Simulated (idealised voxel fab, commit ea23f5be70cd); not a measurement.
Documented hereafter: the process module known as voxel capacitor over wiring.
Pictured: cross-section cut, 175 nm wide, on a grid of 5 nm square cells.
Reading order for cross-sections: top band down to bottom band. Underlying form: a grid of square cells. Band size: one or more rows of cells. Band: top and bottom heights (nm) first, top before bottom; then materials from left to right, widths in nm. "throughout" marks a sole material filling the band edge to edge. "empty" denotes empty space. Heights are reckoned from 0. Under this level, the received wafer is all of one material. The bottommost band is open-ended downward, for example "0 -> down". It should be noted that a width expressed as "30 to 40" varies in equal increments from row to row of cells within the band, taking the value of the first number at the top row and that of the second number at the bottom row. It should be understood that the words "no modification", when stated for a given step, signify that the cross-section underwent no change in any of its cells during that step. If an empty space has no open way to the top and is at least 8 cells in size, "Unvented voids" lists it, written width x height at distance, where distance is measured from the left edge and every value is in nm. Where a step's line continues beyond its settings, the continuation is a remark by the simulator itself on that step. overlay nm: right-of-plan distance of the mask on a masked step; negative values mean left-of-plan. Each pair of cross-sections that follows straddles one process step: the one shows the state before the step, the other the state after it, down to the lowest band that changed and no further. The step in question, and its settings, are given under the pair. Note that a pair is not necessarily a continuation of the pair above it, since pairs can come from different runs of this module on the same starting wafer; it is a continuation only where its entry headed "Geometry before processing" says so.

**Geometry before processing**
> 100 -> 90  aC=55, then empty=15, then aC=105
> 90 -> 80  SiO2 throughout
> 80 -> 75  SiO2=45, then TiN=55, then SiO2=75
> 75 -> 70  SiO2=45, then SiN=55, then SiO2=75
> 70 -> 65  SiO2=40, then TiN=65, then SiO2=70
> 65 -> 45  SiO2=45, then TiN=5, then Ru=5, then TiN=5, then SiO2=115
> 45 -> 40  SiCN=45, then TiN=15, then SiCN=115
> 40 -> 20  lowk=30, then Ru=20, then lowk=50, then Ru=20, then lowk=55
> 20 -> 15  lowk=30, then TiN=20, then lowk=50, then TiN=20, then lowk=55
> 15 -> 0  SiO2 throughout
> 0 -> down  Si throughout
> Unvented voids: none

**Resulting Cross-Section**
> 100 -> 90  aC=55, then empty=15, then aC=105
> 90 -> 80  SiO2=55, then empty=15, then SiO2=105
> Under the height 80 nothing was changed.
> Unvented voids: none
Step, before to after (see cross-sections above): DIRECTIONAL_ETCH, etch materials SiO2, depth nm 10

Geometry before processing: taken from the pair above, after panel.

**Resulting Cross-Section**
> 90 -> 80  SiO2=55, then empty=15, then SiO2=105
> Under the height 80 nothing was changed.
> Unvented voids: none
Step, before to after (see cross-sections above): STRIP, etch materials aC

Geometry before processing: taken from the pair above, after panel.

**Resulting Cross-Section**
> 95 -> 90  TiN=60, then empty=5, then TiN=110
> 90 -> 85  SiO2=55, then TiN=5, then empty=5, then TiN=5, then SiO2=105
> 85 -> 75  SiO2=55 to 45, then TiN=15 to 55, then SiO2=105 to 75
> Under the height 75 nothing was changed.
> Unvented voids: none
Step, before to after (see cross-sections above): CONFORMAL_DEP, material TiN, thk nm 5

Geometry before processing: taken from the pair above, after panel.

**Resulting Cross-Section**
> 100 -> 95  W throughout
> 95 -> 90  TiN=60, then W=5, then TiN=110
> 90 -> 85  SiO2=55, then TiN=5, then W=5, then TiN=5, then SiO2=105
> Under the height 85 nothing was changed.
> Unvented voids: none
Step, before to after (see cross-sections above): FILL_DEP, material W, thk nm 5

Geometry before processing: taken from the pair above, after panel.

**Resulting Cross-Section**
> 90 -> 85  SiO2=55, then TiN=5, then W=5, then TiN=5, then SiO2=105
> Under the height 85 nothing was changed.
> Unvented voids: none
Step, before to after (see cross-sections above): CMP, height nm 90

Geometry before processing: taken from the pair above, after panel.

**Resulting Cross-Section**
> 95 -> 90  SiCN throughout
> Under the height 90 nothing was changed.
> Unvented voids: none
Step, before to after (see cross-sections above): CONFORMAL_DEP, material SiCN, thk nm 5

**Geometry before processing**
> 95 -> 90  TiN=60, then empty=5, then TiN=110
> 90 -> 85  SiO2=55, then TiN=5, then empty=5, then TiN=5, then SiO2=105
> 85 -> 75  SiO2=55 to 45, then TiN=15 to 55, then SiO2=105 to 75
> 75 -> 70  SiO2=45, then SiN=55, then SiO2=75
> 70 -> 65  SiO2=40, then TiN=65, then SiO2=70
> 65 -> 45  SiO2=45, then TiN=5, then Ru=5, then TiN=5, then SiO2=115
> 45 -> 40  SiCN=45, then TiN=15, then SiCN=115
> 40 -> 20  lowk=40, then Ru=20, then lowk=50, then Ru=20, then lowk=45
> 20 -> 15  lowk=40, then TiN=20, then lowk=50, then TiN=20, then lowk=45
> 15 -> 0  SiO2 throughout
> 0 -> down  Si throughout
> Unvented voids: none

**Resulting Cross-Section**
> 100 -> 95  Ru throughout
> 95 -> 90  TiN=60, then Ru=5, then TiN=110
> 90 -> 85  SiO2=55, then TiN=5, then Ru=5, then TiN=5, then SiO2=105
> Under the height 85 nothing was changed.
> Unvented voids: none
Step, before to after (see cross-sections above): FILL_DEP, material Ru, thk nm 5

Geometry before processing: taken from the pair above, after panel.

**Resulting Cross-Section**
> 90 -> 85  SiO2=55, then TiN=5, then Ru=5, then TiN=5, then SiO2=105
> Under the height 85 nothing was changed.
> Unvented voids: none
Step, before to after (see cross-sections above): CMP, height nm 90

Geometry before processing: taken from the pair above, after panel.

**Resulting Cross-Section**
> 95 -> 90  SiCN throughout
> Under the height 90 nothing was changed.
> Unvented voids: none
Step, before to after (see cross-sections above): CONFORMAL_DEP, material SiCN, thk nm 5

**Geometry before processing**
> 100 -> 90  aC throughout
> 90 -> 80  SiO2 throughout
> 80 -> 75  SiO2=45, then TiN=55, then SiO2=75
> 75 -> 70  SiO2=45, then SiN=55, then SiO2=75
> 70 -> 65  SiO2=40, then TiN=65, then SiO2=70
> 65 -> 45  SiO2=45, then TiN=5, then Ru=5, then TiN=5, then SiO2=115
> 45 -> 40  SiCN=45, then TiN=15, then SiCN=115
> 40 -> 20  lowk=40, then Ru=20, then lowk=50, then Ru=20, then lowk=45
> 20 -> 15  lowk=40, then TiN=20, then lowk=50, then TiN=20, then lowk=45
> 15 -> 0  SiO2 throughout
> 0 -> down  Si throughout
> Unvented voids: none

**Resulting Cross-Section**
> 125 -> 100  empty=55, then resist=15, then empty=105
> Under the height 100 nothing was changed.
> Unvented voids: none
Step, before to after (see cross-sections above): PATTERN, tone cover, mask id PLUG_2, material resist, width nm 15, thk nm 25, overlay nm 0

Geometry before processing: taken from the pair above, after panel.

**Resulting Cross-Section**
> 115 -> 100  empty=55, then resist=15, then empty=105
> 100 -> 90  empty=55, then aC=15, then empty=105
> Under the height 90 nothing was changed.
> Unvented voids: none
Step, before to after (see cross-sections above): DIRECTIONAL_ETCH, etch materials aC, depth nm 10

Geometry before processing: taken from the pair above, after panel.

**Resulting Cross-Section**
> 100 -> 90  empty=55, then aC=15, then empty=105
> Under the height 90 nothing was changed.
> Unvented voids: none
Step, before to after (see cross-sections above): STRIP, etch materials resist

Geometry before processing: taken from the pair above, after panel.

**Resulting Cross-Section**
> 100 -> 90  empty=55, then aC=15, then empty=105
> 90 -> 80  empty=55, then SiO2=15, then empty=105
> Under the height 80 nothing was changed.
> Unvented voids: none
Step, before to after (see cross-sections above): DIRECTIONAL_ETCH, etch materials SiO2, depth nm 10

Geometry before processing: taken from the pair above, after panel.

**Resulting Cross-Section**
> 90 -> 80  empty=55, then SiO2=15, then empty=105
> Under the height 80 nothing was changed.
> Unvented voids: none
Step, before to after (see cross-sections above): STRIP, etch materials aC

Geometry before processing: taken from the pair above, after panel.

**Resulting Cross-Section**
> 95 -> 90  empty=50, then TiN=25, then empty=100
> 90 -> 85  empty=50, then TiN=5, then SiO2=15, then TiN=5, then empty=100
> 85 -> 80  TiN=55, then SiO2=15, then TiN=105
> Under the height 80 nothing was changed.
> Unvented voids: none
Step, before to after (see cross-sections above): CONFORMAL_DEP, material TiN, thk nm 5

Geometry before processing: taken from the pair above, after panel.

**Resulting Cross-Section**
> 100 -> 95  W throughout
> 95 -> 90  W=50, then TiN=25, then W=100
> 90 -> 85  W=50, then TiN=5, then SiO2=15, then TiN=5, then W=100
> Under the height 85 nothing was changed.
> Unvented voids: none
Step, before to after (see cross-sections above): FILL_DEP, material W, thk nm 5

Geometry before processing: taken from the pair above, after panel.

**Resulting Cross-Section**
> 90 -> 85  W=50, then TiN=5, then SiO2=15, then TiN=5, then W=100
> Under the height 85 nothing was changed.
> Unvented voids: none
Step, before to after (see cross-sections above): CMP, height nm 90

Geometry before processing: taken from the pair above, after panel.

**Resulting Cross-Section**
> 95 -> 90  SiCN throughout
> Under the height 90 nothing was changed.
> Unvented voids: none
Step, before to after (see cross-sections above): CONFORMAL_DEP, material SiCN, thk nm 5
